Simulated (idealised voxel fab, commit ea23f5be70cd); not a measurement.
voxel wiring stack: a process module
Section shown: cut. Width: 240 nm. Cell size: 5 nm, square.
Notation: cross-section as square-cell grid; stated in bands, top first, going down; one or more cell rows per band.
Heads up on the band format: heights come first, top then bottom, in nm. After that it's the materials left to right, each with its width in nm. A single material flagged "everywhere" fills the whole band edge to edge, and "air" means there's empty space there.
Counting heights begins at 0, where everything beneath is, in the wafer as received, one material. The lowest band has no bottom; it goes on downwards, as "0..down" shows.
So if you see something like "30..40" for the width, read it as the top row of the band sitting at the first number and the bottom row at the second, with every row in between moving by the same amount as the last.
The cross-section has no changed cell in any step marked "changes: none".
Closed empty spaces (no open way to the top) of 8 cells or more are what "Catalogued sealed voids" lists, each as width x height at distance from the left edge, nm for all three.
It should be noted that, on the line of a given step, the content following the step's settings is a remark produced by the simulator itself with respect to that step.
"overlay nm" denotes, for a step that has a mask, the displacement of the mask to the right of its planned place, with negative values corresponding to the left.

Process steps (planned):
| 1 | RECEIVE,material Si |
| 2 | CONFORMAL_DEP,material SiO2,thk nm 10 |
| 3 | DIRECTIONAL_DEP,material TiN,thk nm 5 |
| 4 | DIRECTIONAL_DEP,material Ru,thk nm 15 |
| 5 | DIRECTIONAL_DEP,material aC,thk nm 10 |
| 6 | PATTERN,tone cover,mask id METAL_1,material resist,width nm 20,pitch nm 50,thk nm 30,overlay nm 0 |
| 7 | DIRECTIONAL_ETCH,etch materials aC,depth nm 10 |
| 8 | STRIP,etch materials resist |
| 9 | DIRECTIONAL_ETCH,etch materials Ru,depth nm 15 |
| 10 | DIRECTIONAL_ETCH,etch materials TiN,depth nm 5 |
| 11 | STRIP,etch materials aC |
| 12 | CONFORMAL_DEP,material SiN,thk nm 5 |
| 13 | FILL_DEP,material SiO2,thk nm 10 |
| 14 | CMP,height nm 30 |
| 15 | CONFORMAL_DEP,material SiCN,thk nm 5 |
| 16 | DIRECTIONAL_DEP,material lowk,thk nm 10 |
| 17 | PATTERN,tone open,mask id PLUG_1,material resist,width nm 15,pitch nm 50,thk nm 15,overlay nm 0 |
| 18 | DIRECTIONAL_ETCH,etch materials lowk,depth nm 10 |
| 19 | DIRECTIONAL_ETCH,etch materials SiCN,depth nm 5 |
| 20 | STRIP,etch materials resist |
| 21 | EPI,material Ru,thk nm 10 |
| 22 | EPI,material Ru,thk nm 5 |
| 23 | CONFORMAL_DEP,material SiN,thk nm 5 |
| 24 | DIRECTIONAL_DEP,material SiO2,thk nm 20 |
| 25 | PATTERN,tone open,mask id METAL_2,material resist,width nm 20,pitch nm 50,thk nm 15,overlay nm 0 |
| 26 | DIRECTIONAL_ETCH,etch materials SiO2,depth nm 20 |
| 27 | DIRECTIONAL_ETCH,etch materials SiN,depth nm 5 |
| 28 | STRIP,etch materials resist |
| 29 | CONFORMAL_DEP,material TiN,thk nm 5 |
| 30 | FILL_DEP,material Cu,thk nm 5 |
| 31 | CMP,height nm 70 |
| 32 | EPI,material Ru,thk nm 5 |
| 33 | FILL_DEP,material SiCN,thk nm 5 |
| 34 | DIRECTIONAL_DEP,material SiO2,thk nm 15 |
| 35 | MASKED_ETCH,tone open,mask id PLUG_2,width nm 15,pitch nm 50,etch materials SiO2,depth nm 15,overlay nm 0 |
| 36 | MASKED_ETCH,tone open,mask id PLUG_2,width nm 15,pitch nm 50,etch materials SiCN,depth nm 5,overlay nm 0 |
| 37 | EPI,material Ru,thk nm 10 |
| 38 | EPI,material Ru,thk nm 10 |
| 39 | DIRECTIONAL_DEP,material TiN,thk nm 5 |
| 40 | DIRECTIONAL_DEP,material Ru,thk nm 25 |
| 41 | MASKED_ETCH,tone cover,mask id METAL_3,width nm 20,pitch nm 50,etch materials Ru,depth nm 25,overlay nm 0 |
| 42 | MASKED_ETCH,tone cover,mask id METAL_3,width nm 20,pitch nm 50,etch materials TiN,depth nm 5,overlay nm 0 |
| 43 | FILL_DEP,material lowk,thk nm 5 |
| 44 | CMP,height nm 125 |
| 45 | CONFORMAL_DEP,material SiN,thk nm 5 |

So this is the incoming wafer in cross-section - it's already been through step 1:
  0..down | Si everywhere
  Catalogued sealed voids: none

Figure: cross-sectional view of the wafer upon completion of the module, processed from the initial state and according to the plan depicted above, with one error introduced during execution:
  130..125 | SiN everywhere
  125..100 | 60 of lowk; 20 of Ru; 30 of lowk; 20 of Ru; 30 of lowk; 20 of Ru; 60 of lowk
  100..95 | 60 of lowk; 20 of TiN; 30 of lowk; 20 of TiN; 30 of lowk; 20 of TiN; 60 of lowk
  95..80 | 60 of SiO2; 15 of Ru; 35 of SiO2; 15 of Ru; 35 of SiO2; 15 of Ru; 65 of SiO2
  80..70 | 60..55 of SiCN; 15..30 of Ru; 35..20 of SiCN; 15..30 of Ru; 35..20 of SiCN; 15..30 of Ru; 65..55 of SiCN
  70..50 | 60 of SiO2; 5 of TiN; 10 of Cu; 5 of TiN; 30 of SiO2; 5 of TiN; 10 of Cu; 5 of TiN; 30 of SiO2; 5 of TiN; 10 of Cu; 5 of TiN; 60 of SiO2
  50..45 | 60 of SiN; 20 of TiN; 30 of SiN; 20 of TiN; 30 of SiN; 20 of TiN; 60 of SiN
  45..35 | 60 of lowk; 15 of Ru; 35 of lowk; 15 of Ru; 35 of lowk; 15 of Ru; 65 of lowk
  35..30 | 60 of SiCN; 15 of Ru; 35 of SiCN; 15 of Ru; 35 of SiCN; 15 of Ru; 65 of SiCN
  30..20 | 55 of SiO2; 5 of SiN; 20 of Ru; 5 of SiN; 20 of SiO2; 5 of SiN; 20 of Ru; 5 of SiN; 20 of SiO2; 5 of SiN; 20 of Ru; 5 of SiN; 55 of SiO2
  20..15 | 60 of SiN; 20 of Ru; 30 of SiN; 20 of Ru; 30 of SiN; 20 of Ru; 60 of SiN
  15..10 | Cu everywhere
  10..0 | SiO2 everywhere
  0..down | Si everywhere
  Catalogued sealed voids: none
The plan and the run diverged here: in deviation from the planned setting, step 3 was conducted as DIRECTIONAL_DEP,material Cu,thk nm 5
